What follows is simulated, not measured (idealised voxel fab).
Process module name: voxel released beams
Displayed cross-section: cut, width of 175 nm, square cells sized 5 nm.
Heads up, the way a cross-section reads in here is a grid of square cells, handed over as bands from the top down, with every band being one or more rows of cells. Top height, bottom height, nm. Materials left to right, width each, nm. Single material + "everywhere" = fills band edge to edge. "empty" = empty. Beneath 0, the wafer as received is one material, and that level is where height counting begins. The lowest band goes on downward without a bottom; it is written like "from 0 down". The two numbers in a width such as "30 to 40" mark its ends across the band: the first belongs to the top row of cells, the second to the bottom row, and from each row to the next the width moves by the same amount. What does "nothing was modified" mean for a step? It means no cell of the cross-section changed in that step. Entry "Closed-off voids" = empty spaces >= 8 cells with no open way to the top; each as width x height at distance, distance from left edge, all nm. What comes after the settings on a step's line is commentary from the simulator itself on that step. overlay nm: mask right of planned place by this much (step with mask). Neg. = left.
### plan
1: op RECEIVE | material Si
2: op CONFORMAL_DEP | material SiN | thk nm 10
3: op DIRECTIONAL_DEP | material SiO2 | thk nm 10
4: op MASKED_ETCH | tone open | mask id ANCHOR | width nm 25 | etch materials SiO2 | depth nm 10 | overlay nm 0
5: op CONFORMAL_DEP | material W | thk nm 10
6: op PATTERN | tone cover | mask id BEAM | material resist | width nm 60 | thk nm 15 | overlay nm 0
7: op DIRECTIONAL_ETCH | etch materials W | depth nm 10
8: op STRIP | etch materials resist
9: op STRIP | etch materials SiO2
For clarity, it should be stated that the wafers under discussion commence in an identical condition and differ with respect to the width nm of step 6, the plan indicating the value that the first wafer had.
### Cross-section, first of several wafers, as delivered after step 1
- from 0 down: Si everywhere
- Closed-off voids: none
### Below is a per-wafer table. In it, each row describes the wafer at the end of the module by giving, for each material, the number of cells gained (+) or lost (-) since the wafer was received, and after that the closed voids of the wafer
width nm 60, +70 SiN, +32 W, Closed-off voids: none
width nm 65, +70 SiN, +34 W, Closed-off voids: none
width nm 70, +70 SiN, +36 W, Closed-off voids: none
width nm 75, +70 SiN, +38 W, Closed-off voids: none
width nm 80, +70 SiN, +40 W, Closed-off voids: none
width nm 85, +70 SiN, +42 W, Closed-off voids: none
